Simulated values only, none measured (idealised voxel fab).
This is a process module. Its name is voxel ribs on slabs.
Xsec cut, 175 nm wide, square cell size 5 nm.
We lay out every cross-section as a grid of square cells and spell it out in bands from the top down, where one band means one or more rows of cells. Band: top and bottom heights (nm) first, top before bottom; then materials from left to right, widths in nm. "all across" marks a sole material filling the band edge to edge. "empty" denotes empty space. Heights are expressed relative to 0, this being the level below which the as-received wafer comprises one material exclusively. The lowest band is unbounded in the downward direction and is denoted as in "0 nm and below". A width such as "30 to 40" changes by the same amount from each row of cells to the next, from the band's top row to its bottom row. Step marked "stayed the same"? Then no cell in the cross-section changed in it. "Unvented internal voids" contains a list of empty spaces, each no smaller than 8 cells and without an open way to the top, written in the form width x height at distance with the distance from the left edge and all three in nm. If you see something after the settings on a step's line, that's the simulator's own remark about that step. The line of a step may include "overlay nm". On a step with a mask, this value is how far to the right of its planned place the mask lay. A negative value means the mask lay to the left.
**These are the steps we planned for the process**
1,RECEIVE, material Si
2,DIRECTIONAL_DEP, material SiO2, thk nm 30
3,DIRECTIONAL_DEP, material polySi, thk nm 25
4,MASKED_ETCH, tone cover, mask id RIB, width nm 25, etch materials polySi, depth nm 15, overlay nm 0
5,MASKED_ETCH, tone cover, mask id SLAB, width nm 65, etch materials polySi, depth nm 10, overlay nm 0
6,FILL_DEP, material SiO2, thk nm 25
7,CMP, height nm 70
8,DIRECTIONAL_DEP, material W, thk nm 5
9,MASKED_ETCH, tone cover, mask id HEATER, width nm 35, etch materials W, depth nm 5, overlay nm 0
10,CONFORMAL_DEP, material SiN, thk nm 5
**As-received state of the wafer in cross-section, equivalent to post-step 1**
    0 nm and below: Si all across
    Unvented internal voids: none
**Module complete - cross-section of the first of two wafers, run according to plan**
    80 nm to 75 nm: empty (65), then SiN (45), then empty (65)
    75 nm to 70 nm: SiN (70), then W (35), then SiN (70)
    70 nm to 55 nm: SiO2 all across
    55 nm to 40 nm: SiO2 (75), then polySi (25), then SiO2 (75)
    40 nm to 30 nm: SiO2 (55), then polySi (65), then SiO2 (55)
    30 nm to 0 nm: SiO2 all across
    0 nm and below: Si all across
    Unvented internal voids: none
**Here's the second of our two wafers sectioned at module end. Same start as the first, same plan, but one mistake got made running it**
    80 nm to 75 nm: empty (65), then SiN (45), then empty (65)
    75 nm to 70 nm: SiN (70), then W (35), then SiN (70)
    70 nm to 25 nm: SiO2 all across
    25 nm to 0 nm: polySi all across
    0 nm and below: Si all across
    Unvented internal voids: none
Against the plan, the run slipped here: steps 2 and 3 of the plan were run in the wrong order, each in the other's place
Final cells, second wafer relative to first, materials higher or lower: 134 fewer of SiO2; 134 more of polySi
